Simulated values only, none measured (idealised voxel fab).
This section sets out a process module, namely voxel self aligned contacts.
cross-section cut | 300 nm wide | cells 5 nm
If you're reading a cross-section in this doc, picture square cells in a grid; it comes to you as bands, top ones listed first down to the bottom, and a band can be one or more rows of cells. Heads up on the band format: heights come first, top then bottom, in nm. After that it's the materials left to right, each with its width in nm. A single material flagged "full width" fills the whole band edge to edge, and "empty" means there's empty space there. Counting heights begins at 0, where everything beneath is, in the wafer as received, one material. The lowest band has no bottom; it goes on downwards, as "0 -> down" shows. Quick explanation for "30->40": the width changes in equal steps down the rows of cells, from the first number in the band's top row to the second number in its bottom row. Reading "changes: none" for a step: not a cell of the cross-section changed in it. Closed empty spaces (no open way to the top) of 8 cells or more are what "Sealed internal voids" lists, each as width x height at distance from the left edge, nm for all three. On each step's line, the part that comes after the settings is the simulator's own comment on the step. "overlay nm" answers the question of how far to the right of plan the mask lay on a step that has a mask, and when it is negative the answer is to the left.
## Steps planned for the process
- 1: RECEIVE [material Si]
- 2: OXIDIZE [depth nm 5]
- 3: DIRECTIONAL_DEP [material polySi] [thk nm 20]
- 4: DIRECTIONAL_DEP [material SiN] [thk nm 15]
- 5: PATTERN [tone cover] [mask id GATE] [material resist] [width nm 35] [pitch nm 60] [thk nm 20] [overlay nm 0]
- 6: DIRECTIONAL_ETCH [etch materials SiN] [depth nm 15]
- 7: DIRECTIONAL_ETCH [etch materials polySi] [depth nm 20]
- 8: STRIP [etch materials resist]
- 9: CONFORMAL_DEP [material SiN] [thk nm 5]
- 10: DIRECTIONAL_ETCH [etch materials SiN] [depth nm 5]
- 11: FILL_DEP [material SiO2] [thk nm 15]
- 12: CMP [height nm 45]
- 13: PATTERN [tone open] [mask id CONTACT] [material resist] [width nm 35] [thk nm 15] [overlay nm 0]
- 14: DIRECTIONAL_ETCH [etch materials SiO2] [depth nm 50]
- 15: STRIP [etch materials resist]
- 16: CONFORMAL_DEP [material TiN] [thk nm 5]
- 17: FILL_DEP [material Ru] [thk nm 10]
- 18: CMP [height nm 45]
- 19: CONFORMAL_DEP [material SiN] [thk nm 5]
## Received-state cross-section, reflecting completion of step 1
    0 -> down | Si full width
    Sealed internal voids: none
## Post-module cross-section of the first of two wafers (run per plan)
    50 -> 45 | SiN full width
    45 -> 35 | SiO2=130 | TiN=5->15 | Ru=25->5 | TiN=5->15 | SiO2=135
    35 -> 20 | SiO2=95 | SiN=45 | TiN=5 | Ru=5 | TiN=5 | SiN=45 | SiO2=100
    20 -> 0 | SiO2=95 | SiN=5 | polySi=35 | SiN=5 | TiN=5 | Ru=5 | TiN=5 | SiN=5 | polySi=35 | SiN=5 | SiO2=100
    0 -> -5 | SiO2=140 | TiN=15 | SiO2=145
    -5 -> down | Si full width
    Sealed internal voids: none
## Cross-section, wafer two of two, end of module: same start and plan as wafer one, one error in execution
    65 -> 60 | SiN full width
    60 -> 50 | Ru full width
    50 -> 45 | TiN=135 | Ru=25 | TiN=140
    45 -> 35 | SiO2=130 | TiN=5->15 | Ru=25->5 | TiN=5->15 | SiO2=135
    35 -> 20 | SiO2=95 | SiN=45 | TiN=5 | Ru=5 | TiN=5 | SiN=45 | SiO2=100
    20 -> 0 | SiO2=95 | SiN=5 | polySi=35 | SiN=5 | TiN=5 | Ru=5 | TiN=5 | SiN=5 | polySi=35 | SiN=5 | SiO2=100
    0 -> -5 | SiO2=140 | TiN=15 | SiO2=145
    -5 -> down | Si full width
    Sealed internal voids: none
What broke from the plan during processing? the plan's step 18 went unexecuted, having been skipped
Final tally in cells, some materials are higher or lower on the second wafer than on the first: +125 Ru, +55 TiN
